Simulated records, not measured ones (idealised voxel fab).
process module | voxel wiring stack
cross-section cut | 145 nm wide | cells 5 nm
A cross-section is a grid of square cells, given in bands from the top down. A band is one or more rows of cells.
Each band's line starts with the height of the band's top and of its bottom, in nm. Then come its materials from left to right, each with its width in nm. One material with "throughout" fills the band from edge to edge. "air" is empty space.
Height 0 is the level under which the wafer as received is all one material. The lowest band goes on downwards, as in "0 down".
A width such as "30 to 40" changes by the same amount from each row of cells to the next, from the band's top row to its bottom row.
"no change" after a step means that no cell of the cross-section changed.
closed voids: empty space of 8 cells or more with no open way to the top, each as width x height at its distance from the left edge, in nm
after a step's settings: what the simulator itself notes on the step
overlay nm, on a step with a mask: how far to the right of its planned place the mask lay; to the left if negative
plan
1 op RECEIVE | material Si
2 op CONFORMAL_DEP | material SiO2 | thk nm 15
3 op DIRECTIONAL_DEP | material TiN | thk nm 5
4 op DIRECTIONAL_DEP | material W | thk nm 15
5 op MASKED_ETCH | tone cover | mask id METAL_1 | width nm 20 | pitch nm 45 | etch materials W | depth nm 15 | overlay nm 0
6 op MASKED_ETCH | tone cover | mask id METAL_1 | width nm 20 | pitch nm 45 | etch materials TiN | depth nm 5 | overlay nm 0
7 op FILL_DEP | material lowk | thk nm 5
8 op CMP | height nm 35
9 op CONFORMAL_DEP | material SiCN | thk nm 5
10 op DIRECTIONAL_DEP | material lowk | thk nm 15
11 op DIRECTIONAL_DEP | material aC | thk nm 15
12 op PATTERN | tone open | mask id PLUG_1 | material resist | width nm 15 | thk nm 30 | overlay nm 0
13 op DIRECTIONAL_ETCH | etch materials aC | depth nm 15
14 op STRIP | etch materials resist
15 op DIRECTIONAL_ETCH | etch materials lowk | depth nm 15
16 op DIRECTIONAL_ETCH | etch materials SiCN | depth nm 5
17 op STRIP | etch materials aC
18 op CONFORMAL_DEP | material TiN | thk nm 5
19 op FILL_DEP | material Ru | thk nm 5
20 op CMP | height nm 55
21 op CONFORMAL_DEP | material SiN | thk nm 5
22 op DIRECTIONAL_DEP | material SiO2 | thk nm 15
23 op PATTERN | tone open | mask id METAL_2 | material resist | width nm 20 | pitch nm 45 | thk nm 20 | overlay nm 0
24 op DIRECTIONAL_ETCH | etch materials SiO2 | depth nm 15
25 op DIRECTIONAL_ETCH | etch materials SiN | depth nm 5
26 op STRIP | etch materials resist
27 op CONFORMAL_DEP | material TiN | thk nm 5
28 op FILL_DEP | material Ru | thk nm 10
29 op CMP | height nm 75
30 op CONFORMAL_DEP | material SiN | thk nm 5
as received, after step 1
  0 down: Si throughout
  closed voids: none
first wafer at the end, as planned
  80 to 75: SiN throughout
  75 to 60: SiO2 40 | TiN 5 | Ru 10 | TiN 5 | SiO2 25 | TiN 5 | Ru 10 | TiN 5 | SiO2 40
  60 to 55: SiN 40 | TiN 20 | SiN 25 | TiN 20 | SiN 40
  55 to 40: lowk 40 | TiN 5 | Ru 5 | TiN 5 | lowk 90
  40 to 35: SiCN 40 | TiN 15 | SiCN 90
  35 to 20: lowk 40 | W 20 | lowk 25 | W 20 | lowk 40
  20 to 15: lowk 40 | TiN 20 | lowk 25 | TiN 20 | lowk 40
  15 to 0: SiO2 throughout
  0 down: Si throughout
  closed voids: none
second wafer at the end: like start, like plan, one mistake
  80 to 75: SiN throughout
  75 to 60: SiO2 50 | TiN 5 | Ru 10 | TiN 5 | SiO2 25 | TiN 5 | Ru 10 | TiN 5 | SiO2 30
  60 to 55: SiN 50 | TiN 20 | SiN 25 | TiN 20 | SiN 30
  55 to 40: lowk 40 | TiN 5 | Ru 5 | TiN 5 | lowk 90
  40 to 35: SiCN 40 | TiN 15 | SiCN 90
  35 to 20: lowk 40 | W 20 | lowk 25 | W 20 | lowk 40
  20 to 15: lowk 40 | TiN 20 | lowk 25 | TiN 20 | lowk 40
  15 to 0: SiO2 throughout
  0 down: Si throughout
  closed voids: none
what went wrong: step 23 ran as: op PATTERN | tone open | mask id METAL_2 | material resist | width nm 20 | pitch nm 45 | thk nm 20 | overlay nm 10
at the end the second wafer has, in cells: as many of each material as the first, in other places
